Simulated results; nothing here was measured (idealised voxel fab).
process module | voxel self aligned contacts
cross-section cut | 225 nm wide | cells 5 nm
A cross-section is a grid of square cells, given in bands from the top down. A band is one or more rows of cells.
Each band's line starts with the height of the band's top and of its bottom, in nm. Then come its materials from left to right, each with its width in nm. One material with "throughout" fills the band from edge to edge. "air" is empty space.
Height 0 is the level under which the wafer as received is all one material. The lowest band goes on downwards, as in "0 down".
A width such as "30 to 40" changes by the same amount from each row of cells to the next, from the band's top row to its bottom row.
"no change" after a step means that no cell of the cross-section changed.
closed voids: empty space of 8 cells or more with no open way to the top, each as width x height at its distance from the left edge, in nm
after a step's settings: what the simulator itself notes on the step
overlay nm, on a step with a mask: how far to the right of its planned place the mask lay; to the left if negative
plan
1 op RECEIVE | material Si
2 op CONFORMAL_DEP | material SiO2 | thk nm 5
3 op DIRECTIONAL_DEP | material polySi | thk nm 20
4 op DIRECTIONAL_DEP | material SiN | thk nm 20
5 op PATTERN | tone cover | mask id GATE | material resist | width nm 35 | pitch nm 65 | thk nm 15 | overlay nm 0
6 op DIRECTIONAL_ETCH | etch materials SiN | depth nm 20
7 op DIRECTIONAL_ETCH | etch materials polySi | depth nm 20
8 op STRIP | etch materials resist
9 op CONFORMAL_DEP | material SiN | thk nm 5
10 op DIRECTIONAL_ETCH | etch materials SiN | depth nm 5
11 op FILL_DEP | material SiO2 | thk nm 15
12 op CMP | height nm 50
13 op PATTERN | tone open | mask id CONTACT | material resist | width nm 40 | thk nm 15 | overlay nm 0
14 op DIRECTIONAL_ETCH | etch materials SiO2 | depth nm 50
15 op STRIP | etch materials resist
16 op CONFORMAL_DEP | material TiN | thk nm 5
17 op FILL_DEP | material Ru | thk nm 10
18 op CMP | height nm 50
19 op CONFORMAL_DEP | material SiCN | thk nm 5
as received, after step 1
  0 down: Si throughout
  closed voids: none
first wafer at the end, as planned
  55 to 50: SiCN throughout
  50 to 45: SiO2 90 | TiN 15 | Ru 10 | TiN 15 | SiO2 95
  45 to 25: SiO2 55 | SiN 45 | TiN 5 | Ru 10 | TiN 5 | SiN 45 | SiO2 60
  25 to 5: SiO2 55 | SiN 5 | polySi 35 | SiN 5 | TiN 5 | Ru 10 | TiN 5 | SiN 5 | polySi 35 | SiN 5 | SiO2 60
  5 to 0: SiO2 100 | TiN 20 | SiO2 105
  0 down: Si throughout
  closed voids: none
second wafer at the end: like start, like plan, one mistake
  55 to 50: SiCN throughout
  50 to 45: SiO2 85 | TiN 20 | Ru 10 | TiN 10 | SiO2 100
  45 to 25: SiO2 55 | SiN 45 | TiN 5 | Ru 10 | TiN 5 | SiN 45 | SiO2 60
  25 to 5: SiO2 55 | SiN 5 | polySi 35 | SiN 5 | TiN 5 | Ru 10 | TiN 5 | SiN 5 | polySi 35 | SiN 5 | SiO2 60
  5 to 0: SiO2 100 | TiN 20 | SiO2 105
  0 down: Si throughout
  closed voids: none
what went wrong: step 13 ran as: op PATTERN | tone open | mask id CONTACT | material resist | width nm 40 | thk nm 15 | overlay nm -5
at the end the second wafer has, in cells: as many of each material as the first, in other places
